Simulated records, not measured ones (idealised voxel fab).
Process module in this document: voxel trench capacitor
Section shown: cut. Width: 280 nm. Cell size: 5 nm, square.
How to read a cross-section here: the picture is a grid of square cells, written as bands going from the top down, and any band can span one or more rows of cells.
Band: top height; bottom height; in nm. Then, left to right: material with width in nm, for each material. "throughout": a single material spanning edge to edge. "blank": empty space.
Height datum 0, below which the as-received substrate wafer is one material. Lowest band open at the bottom, running downward: "0 nm and below".
Graded width ("30 to 40"): value in top row of band = first number; value in bottom row = second number; row-to-row change constant.
Reading "no change" for a step: not a cell of the cross-section changed in it.
Closed empty spaces (no open way to the top) of 8 cells or more are what "Fully sealed cavities" lists, each as width x height at distance from the left edge, nm for all three.
Note: text after step settings on the step line = simulator remark on that step.
You can add "overlay nm" to a step's line. For a step with a mask, it describes how far the mask lay to the right of its planned position, and a negative number describes a lay to the left.

# plan
step 1: RECEIVE: material Si
step 2: CONFORMAL_DEP: material SiN, thk nm 10
step 3: PATTERN: tone open, mask id TRENCH, material resist, width nm 25, pitch nm 45, thk nm 15, overlay nm 0
step 4: DIRECTIONAL_ETCH: etch materials SiN, depth nm 10
step 5: DIRECTIONAL_ETCH: etch materials Si, depth nm 35
step 6: STRIP: etch materials resist
step 7: CONFORMAL_DEP: material Al2O3, thk nm 5
step 8: FILL_DEP: material polySi, thk nm 10
step 9: CMP: height nm 10

# The first of two wafers, run as planned

# Cross-section, incoming material, after step 1
- 0 nm and below | Si throughout
- Fully sealed cavities: none

# Cross-section: wafer state after step 2
- 10 nm to 0 nm | SiN throughout
- Note: structure below 0 unchanged.

# Cross-section: wafer state after step 3
- 25 nm to 10 nm | resist (60), then blank (25), then resist (20), then blank (25), then resist (20), then blank (25), then resist (20), then blank (25), then resist (60)
- Note: structure below 10 unchanged.

# Cross-section: wafer state after step 4
- 25 nm to 10 nm | resist (60), then blank (25), then resist (20), then blank (25), then resist (20), then blank (25), then resist (20), then blank (25), then resist (60)
- 10 nm to 0 nm | SiN (60), then blank (25), then SiN (20), then blank (25), then SiN (20), then blank (25), then SiN (20), then blank (25), then SiN (60)
- Note: structure below 0 unchanged.

# Cross-section: wafer state after step 5
- 25 nm to 10 nm | resist (60), then blank (25), then resist (20), then blank (25), then resist (20), then blank (25), then resist (20), then blank (25), then resist (60)
- 10 nm to 0 nm | SiN (60), then blank (25), then SiN (20), then blank (25), then SiN (20), then blank (25), then SiN (20), then blank (25), then SiN (60)
- 0 nm to -35 nm | Si (60), then blank (25), then Si (20), then blank (25), then Si (20), then blank (25), then Si (20), then blank (25), then Si (60)
- Note: structure below -35 unchanged.

# Cross-section: wafer state after step 6
- 10 nm to 0 nm | SiN (60), then blank (25), then SiN (20), then blank (25), then SiN (20), then blank (25), then SiN (20), then blank (25), then SiN (60)
- Note: structure below 0 unchanged.

# Cross-section: wafer state after step 7
- 15 nm to 10 nm | Al2O3 (65), then blank (15), then Al2O3 (30), then blank (15), then Al2O3 (30), then blank (15), then Al2O3 (30), then blank (15), then Al2O3 (65)
- 10 nm to 0 nm | SiN (60), then Al2O3 (5), then blank (15), then Al2O3 (5), then SiN (20), then Al2O3 (5), then blank (15), then Al2O3 (5), then SiN (20), then Al2O3 (5), then blank (15), then Al2O3 (5), then SiN (20), then Al2O3 (5), then blank (15), then Al2O3 (5), then SiN (60)
- 0 nm to -30 nm | Si (60), then Al2O3 (5), then blank (15), then Al2O3 (5), then Si (20), then Al2O3 (5), then blank (15), then Al2O3 (5), then Si (20), then Al2O3 (5), then blank (15), then Al2O3 (5), then Si (20), then Al2O3 (5), then blank (15), then Al2O3 (5), then Si (60)
- -30 nm to -35 nm | Si (60), then Al2O3 (25), then Si (20), then Al2O3 (25), then Si (20), then Al2O3 (25), then Si (20), then Al2O3 (25), then Si (60)
- Note: structure below -35 unchanged.

# Cross-section: wafer state after step 8
- 25 nm to 15 nm | polySi throughout
- 15 nm to 10 nm | Al2O3 (65), then polySi (15), then Al2O3 (30), then polySi (15), then Al2O3 (30), then polySi (15), then Al2O3 (30), then polySi (15), then Al2O3 (65)
- 10 nm to 0 nm | SiN (60), then Al2O3 (5), then polySi (15), then Al2O3 (5), then SiN (20), then Al2O3 (5), then polySi (15), then Al2O3 (5), then SiN (20), then Al2O3 (5), then polySi (15), then Al2O3 (5), then SiN (20), then Al2O3 (5), then polySi (15), then Al2O3 (5), then SiN (60)
- 0 nm to -30 nm | Si (60), then Al2O3 (5), then polySi (15), then Al2O3 (5), then Si (20), then Al2O3 (5), then polySi (15), then Al2O3 (5), then Si (20), then Al2O3 (5), then polySi (15), then Al2O3 (5), then Si (20), then Al2O3 (5), then polySi (15), then Al2O3 (5), then Si (60)
- Note: structure below -30 unchanged.

# Cross-section: wafer state after step 9
- 10 nm to 0 nm | SiN (60), then Al2O3 (5), then polySi (15), then Al2O3 (5), then SiN (20), then Al2O3 (5), then polySi (15), then Al2O3 (5), then SiN (20), then Al2O3 (5), then polySi (15), then Al2O3 (5), then SiN (20), then Al2O3 (5), then polySi (15), then Al2O3 (5), then SiN (60)
- Note: structure below 0 unchanged.

# Here the second wafer is described. Its start and its plan were those of the first wafer. Its run contained one mistake. Up to and including step 2, it did exactly what the first wafer did

# Cross-section of the second wafer at the time step 3 of the plan should have ended
- 25 nm to 10 nm | resist (65), then blank (25), then resist (20), then blank (25), then resist (20), then blank (25), then resist (20), then blank (25), then resist (55)
- Note: structure below 10 unchanged.

# Cross-section of the second wafer at the time step 4 of the plan should have ended
- 25 nm to 10 nm | resist (65), then blank (25), then resist (20), then blank (25), then resist (20), then blank (25), then resist (20), then blank (25), then resist (55)
- 10 nm to 0 nm | SiN (65), then blank (25), then SiN (20), then blank (25), then SiN (20), then blank (25), then SiN (20), then blank (25), then SiN (55)
- Note: structure below 0 unchanged.

# Cross-section of the second wafer at the time step 5 of the plan should have ended
- 25 nm to 10 nm | resist (65), then blank (25), then resist (20), then blank (25), then resist (20), then blank (25), then resist (20), then blank (25), then resist (55)
- 10 nm to 0 nm | SiN (65), then blank (25), then SiN (20), then blank (25), then SiN (20), then blank (25), then SiN (20), then blank (25), then SiN (55)
- 0 nm to -35 nm | Si (65), then blank (25), then Si (20), then blank (25), then Si (20), then blank (25), then Si (20), then blank (25), then Si (55)
- Note: structure below -35 unchanged.

# Cross-section of the second wafer at the time step 6 of the plan should have ended
- 10 nm to 0 nm | SiN (65), then blank (25), then SiN (20), then blank (25), then SiN (20), then blank (25), then SiN (20), then blank (25), then SiN (55)
- Note: structure below 0 unchanged.

# Cross-section of the second wafer at the time step 7 of the plan should have ended
- 15 nm to 10 nm | Al2O3 (70), then blank (15), then Al2O3 (30), then blank (15), then Al2O3 (30), then blank (15), then Al2O3 (30), then blank (15), then Al2O3 (60)
- 10 nm to 0 nm | SiN (65), then Al2O3 (5), then blank (15), then Al2O3 (5), then SiN (20), then Al2O3 (5), then blank (15), then Al2O3 (5), then SiN (20), then Al2O3 (5), then blank (15), then Al2O3 (5), then SiN (20), then Al2O3 (5), then blank (15), then Al2O3 (5), then SiN (55)
- 0 nm to -30 nm | Si (65), then Al2O3 (5), then blank (15), then Al2O3 (5), then Si (20), then Al2O3 (5), then blank (15), then Al2O3 (5), then Si (20), then Al2O3 (5), then blank (15), then Al2O3 (5), then Si (20), then Al2O3 (5), then blank (15), then Al2O3 (5), then Si (55)
- -30 nm to -35 nm | Si (65), then Al2O3 (25), then Si (20), then Al2O3 (25), then Si (20), then Al2O3 (25), then Si (20), then Al2O3 (25), then Si (55)
- Note: structure below -35 unchanged.

# Cross-section of the second wafer at the time step 8 of the plan should have ended
- 25 nm to 15 nm | polySi throughout
- 15 nm to 10 nm | Al2O3 (70), then polySi (15), then Al2O3 (30), then polySi (15), then Al2O3 (30), then polySi (15), then Al2O3 (30), then polySi (15), then Al2O3 (60)
- 10 nm to 0 nm | SiN (65), then Al2O3 (5), then polySi (15), then Al2O3 (5), then SiN (20), then Al2O3 (5), then polySi (15), then Al2O3 (5), then SiN (20), then Al2O3 (5), then polySi (15), then Al2O3 (5), then SiN (20), then Al2O3 (5), then polySi (15), then Al2O3 (5), then SiN (55)
- 0 nm to -30 nm | Si (65), then Al2O3 (5), then polySi (15), then Al2O3 (5), then Si (20), then Al2O3 (5), then polySi (15), then Al2O3 (5), then Si (20), then Al2O3 (5), then polySi (15), then Al2O3 (5), then Si (20), then Al2O3 (5), then polySi (15), then Al2O3 (5), then Si (55)
- Note: structure below -30 unchanged.

# Cross-section of the second wafer at the time step 9 of the plan should have ended
- 10 nm to 0 nm | SiN (65), then Al2O3 (5), then polySi (15), then Al2O3 (5), then SiN (20), then Al2O3 (5), then polySi (15), then Al2O3 (5), then SiN (20), then Al2O3 (5), then polySi (15), then Al2O3 (5), then SiN (20), then Al2O3 (5), then polySi (15), then Al2O3 (5), then SiN (55)
- Note: structure below 0 unchanged.
What broke from the plan during processing? contrary to plan, step 3 was performed as PATTERN: tone open, mask id TRENCH, material resist, width nm 25, pitch nm 45, thk nm 15, overlay nm 5
Matching per-material cell counts, mismatched positions: that is how the second wafer compares with the first at the end.
